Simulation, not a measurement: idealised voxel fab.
process module | voxel self aligned contacts
Shown is cross-section cut, with a width of 175 nm and square cells of size 5 nm.
A cross-section is a grid of square cells, given in bands from the top down. A band is one or more rows of cells. Top, bottom (nm), then materials left to right with widths (nm); lone material tagged "full width" fills the whole band edge to edge; "empty" = empty space. It should be noted that heights are counted from 0, beneath which the wafer as supplied is of one material throughout, and that the lowest band possesses no lower boundary but continues downward, as written in "z 0 and below". Width spec "30..40" -> top row of cells at first value, bottom row at second value, equal per-row change in between. The cross-section has no changed cell in any step marked "remained the same". Enclosed voids (no open way to top), threshold 8 cells or more, entry "Entrapped void list", notation width x height at distance, distance from left edge, nm. Whatever follows a step's settings on its line is a remark the simulator itself makes about that step. On any step carrying a mask, the "overlay nm" setting, if present on the step's line, tells how far right of its planned place the mask lay; negative values point to the left.

THESE ARE THE STEPS WE PLANNED FOR THE PROCESS
1) op RECEIVE | material Si
2) op CONFORMAL_DEP | material SiO2 | thk nm 5
3) op DIRECTIONAL_DEP | material polySi | thk nm 25
4) op DIRECTIONAL_DEP | material SiN | thk nm 15
5) op DIRECTIONAL_DEP | material aC | thk nm 10
6) op PATTERN | tone cover | mask id GATE | material resist | width nm 30 | pitch nm 55 | thk nm 30 | overlay nm 0
7) op DIRECTIONAL_ETCH | etch materials aC | depth nm 10
8) op STRIP | etch materials resist
9) op DIRECTIONAL_ETCH | etch materials SiN | depth nm 15
10) op DIRECTIONAL_ETCH | etch materials polySi | depth nm 25
11) op STRIP | etch materials aC
12) op CONFORMAL_DEP | material SiN | thk nm 5
13) op DIRECTIONAL_ETCH | etch materials SiN | depth nm 5
14) op FILL_DEP | material SiO2 | thk nm 20
15) op CMP | height nm 55
16) op MASKED_ETCH | tone open | mask id CONTACT | width nm 35 | etch materials SiO2 | depth nm 55 | overlay nm 0
17) op CONFORMAL_DEP | material TiN | thk nm 5
18) op FILL_DEP | material Ru | thk nm 5
19) op CMP | height nm 55
20) op CONFORMAL_DEP | material SiCN | thk nm 5

INCOMING WAFER IN CROSS-SECTION (STATE: AFTER STEP 1)
	z 0 and below: Si full width
	Entrapped void list: none

CROSS-SECTION AT MODULE END, ONE RUN ERROR; START AND PLAN UNCHANGED FROM ABOVE
	z 60 to 55: SiCN full width
	z 55 to 45: SiO2 75 nm / TiN 5..10 nm / Ru 15..5 nm / TiN 5..10 nm / SiO2 75 nm
	z 45 to 30: SiO2 40 nm / SiN 40 nm / TiN 5 nm / Ru 5 nm / TiN 5 nm / SiN 40 nm / SiO2 40 nm
	z 30 to 5: SiO2 40 nm / SiN 5 nm / polySi 30 nm / SiN 5 nm / TiN 5 nm / Ru 5 nm / TiN 5 nm / SiN 5 nm / polySi 30 nm / SiN 5 nm / SiO2 40 nm
	z 5 to 0: SiO2 80 nm / TiN 15 nm / SiO2 80 nm
	z 0 and below: Si full width
	Entrapped void list: none
Here's what went sideways: step 16, actual vs plan mismatch, actual run op MASKED_ETCH | tone open | mask id CONTACT | width nm 25 | etch materials SiO2 | depth nm 55 | overlay nm 0
